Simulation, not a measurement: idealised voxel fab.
The process module that follows is named voxel gate over fins.
Cross-section cut: width 235 nm, square cells of 5 nm.
For the purposes of this document, a cross-section shall be understood as a grid of square cells, specified as bands listed in top-to-bottom order, each band consisting of one or more rows of cells. Band: top height; bottom height; in nm. Then, left to right: material with width in nm, for each material. "edge to edge": a single material spanning edge to edge. "air": empty space. Heads up on the height convention: 0 is the point under which the incoming wafer is all one material, and the lowest band has no bottom, it just keeps going down, like "0..down". Top row gets the first number, bottom row gets the second, and each row in between changes by the same step: that is how a band width like "30->40" works. Basically "changes: none" means that step didn't change any cell in the cross-section. The list in "Sealed void list" covers empty spaces of 8 cells or more that cannot reach the top through any open way, and it gives each as width x height at distance; the distance is from the left edge, and width, height and distance are in nm. Read whatever lies past the settings on a step's line as the simulator's own remark about the step. If you see "overlay nm" on a step's line and that step has a mask, it's telling you how far right of where it was planned the mask ended up; a negative number means it went left instead.
PROCESS STEPS FORESEEN IN THE PLAN
step 1: RECEIVE: material Si
step 2: CONFORMAL_DEP: material SiN, thk nm 5
step 3: MASKED_ETCH: tone cover, mask id FINS, width nm 15, pitch nm 50, etch materials SiN, depth nm 5, overlay nm 0
step 4: MASKED_ETCH: tone cover, mask id FINS, width nm 15, pitch nm 50, etch materials Si, depth nm 35, overlay nm 0
step 5: FILL_DEP: material SiO2, thk nm 10
step 6: CMP: height nm 5
step 7: DIRECTIONAL_DEP: material aC, thk nm 10
step 8: PATTERN: tone open, mask id RAIL, material resist, width nm 15, thk nm 30, overlay nm 0
step 9: DIRECTIONAL_ETCH: etch materials aC, depth nm 10
step 10: STRIP: etch materials resist
step 11: DIRECTIONAL_ETCH: etch materials SiO2, depth nm 35
step 12: STRIP: etch materials aC
step 13: CONFORMAL_DEP: material TiN, thk nm 5
step 14: FILL_DEP: material W, thk nm 10
step 15: CMP: height nm 5
step 16: SELECTIVE_ETCH: etch materials W Ru TiN, depth nm 20
step 17: FILL_DEP: material SiO2, thk nm 5
step 18: CMP: height nm 5
step 19: SELECTIVE_ETCH: etch materials SiO2, depth nm 15
step 20: STRIP: etch materials SiN
step 21: CONFORMAL_DEP: material HfO2, thk nm 5
step 22: CONFORMAL_DEP: material TiN, thk nm 5
step 23: CONFORMAL_DEP: material TiAl, thk nm 5
step 24: CONFORMAL_DEP: material TiN, thk nm 5
step 25: FILL_DEP: material W, thk nm 15
step 26: CMP: height nm 30
step 27: CONFORMAL_DEP: material SiCN, thk nm 10
AS RECEIVED, AFTER STEP 1
* 0..down: Si edge to edge
* Sealed void list: none
FIRST OF TWO WAFERS, END-OF-MODULE SECTION, RUN FOLLOWED PLAN
* 40..30: SiCN edge to edge
* 30..20: W edge to edge
* 20..15: 15 of W, 205 of TiN, 15 of W
* 15..10: 15 of W, 5 of TiN, 45 of TiAl, 5 of TiN, 45 of TiAl, 5 of TiN, 45 of TiAl, 5 of TiN, 45 of TiAl, 5 of TiN, 15 of W
* 10..5: 20 of TiN, 5 of TiAl, 35 of TiN, 5 of TiAl, 5 of TiN, 5 of TiAl, 35 of TiN, 5 of TiAl, 5 of TiN, 5 of TiAl, 35 of TiN, 5 of TiAl, 5 of TiN, 5 of TiAl, 35 of TiN, 5 of TiAl, 20 of TiN
* 5..0: 25 of TiAl, 5 of TiN, 25 of HfO2, 5 of TiN, 15 of TiAl, 5 of TiN, 25 of HfO2, 5 of TiN, 15 of TiAl, 5 of TiN, 25 of HfO2, 5 of TiN, 15 of TiAl, 5 of TiN, 25 of HfO2, 5 of TiN, 25 of TiAl
* 0..-5: 30 of TiN, 5 of HfO2, 15 of Si, 5 of HfO2, 25 of TiN, 5 of HfO2, 15 of Si, 5 of HfO2, 25 of TiN, 5 of HfO2, 15 of Si, 5 of HfO2, 25 of TiN, 5 of HfO2, 15 of Si, 5 of HfO2, 30 of TiN
* -5..-10: 35 of HfO2, 15 of Si, 35 of HfO2, 15 of Si, 35 of HfO2, 15 of Si, 35 of HfO2, 15 of Si, 35 of HfO2
* -10..-15: 35 of SiO2, 15 of Si, 35 of SiO2, 15 of Si, 35 of SiO2, 15 of Si, 35 of SiO2, 15 of Si, 35 of SiO2
* -15..-25: 35 of SiO2, 15 of Si, 10 of SiO2, 5 of TiN, 5 of W, 5 of TiN, 10 of SiO2, 15 of Si, 35 of SiO2, 15 of Si, 35 of SiO2, 15 of Si, 35 of SiO2
* -25..-30: 35 of SiO2, 15 of Si, 10 of SiO2, 15 of TiN, 10 of SiO2, 15 of Si, 35 of SiO2, 15 of Si, 35 of SiO2, 15 of Si, 35 of SiO2
* -30..-35: 35 of SiO2, 15 of Si, 35 of SiO2, 15 of Si, 35 of SiO2, 15 of Si, 35 of SiO2, 15 of Si, 35 of SiO2
* -35..down: Si edge to edge
* Sealed void list: none
NOW THE SECOND WAFER, CROSS-SECTIONED AT THE END OF THE MODULE. NOTHING DIFFERENT AT THE START, NOTHING DIFFERENT IN THE PLAN COMPARED WITH THE FIRST, JUST ONE MISTAKE WHEN IT WAS ACTUALLY RUN
* 40..30: SiCN edge to edge
* 30..20: W edge to edge
* 20..15: 15 of W, 205 of TiN, 15 of W
* 15..10: 15 of W, 5 of TiN, 45 of TiAl, 5 of TiN, 45 of TiAl, 5 of TiN, 45 of TiAl, 5 of TiN, 45 of TiAl, 5 of TiN, 15 of W
* 10..5: 20 of TiN, 5 of TiAl, 35 of TiN, 5 of TiAl, 5 of TiN, 5 of TiAl, 35 of TiN, 5 of TiAl, 5 of TiN, 5 of TiAl, 35 of TiN, 5 of TiAl, 5 of TiN, 5 of TiAl, 35 of TiN, 5 of TiAl, 20 of TiN
* 5..0: 25 of TiAl, 5 of TiN, 25 of HfO2, 5 of TiN, 15 of TiAl, 5 of TiN, 25 of HfO2, 5 of TiN, 15 of TiAl, 5 of TiN, 25 of HfO2, 5 of TiN, 15 of TiAl, 5 of TiN, 25 of HfO2, 5 of TiN, 25 of TiAl
* 0..-5: 30 of TiN, 5 of HfO2, 15 of Si, 5 of HfO2, 25 of TiN, 5 of HfO2, 15 of Si, 5 of HfO2, 25 of TiN, 5 of HfO2, 15 of Si, 5 of HfO2, 25 of TiN, 5 of HfO2, 15 of Si, 5 of HfO2, 30 of TiN
* -5..-10: 35 of HfO2, 15 of Si, 35 of HfO2, 15 of Si, 35 of HfO2, 15 of Si, 35 of HfO2, 15 of Si, 35 of HfO2
* -10..-15: 35 of SiO2, 15 of Si, 35 of SiO2, 15 of Si, 35 of SiO2, 15 of Si, 35 of SiO2, 15 of Si, 35 of SiO2
* -15..-25: 35 of SiO2, 15 of Si, 5 of SiO2, 5 of TiN, 5 of W, 5 of TiN, 15 of SiO2, 15 of Si, 35 of SiO2, 15 of Si, 35 of SiO2, 15 of Si, 35 of SiO2
* -25..-30: 35 of SiO2, 15 of Si, 5 of SiO2, 15 of TiN, 15 of SiO2, 15 of Si, 35 of SiO2, 15 of Si, 35 of SiO2, 15 of Si, 35 of SiO2
* -30..-35: 35 of SiO2, 15 of Si, 35 of SiO2, 15 of Si, 35 of SiO2, 15 of Si, 35 of SiO2, 15 of Si, 35 of SiO2
* -35..down: Si edge to edge
* Sealed void list: none
The mistake made against the process plan was this: step 8 was run on a setting that differed from the plan, and what really ran there is PATTERN: tone open, mask id RAIL, material resist, width nm 15, thk nm 30, overlay nm -5
Cell counts per material: same on both final wafers. Positions: different.
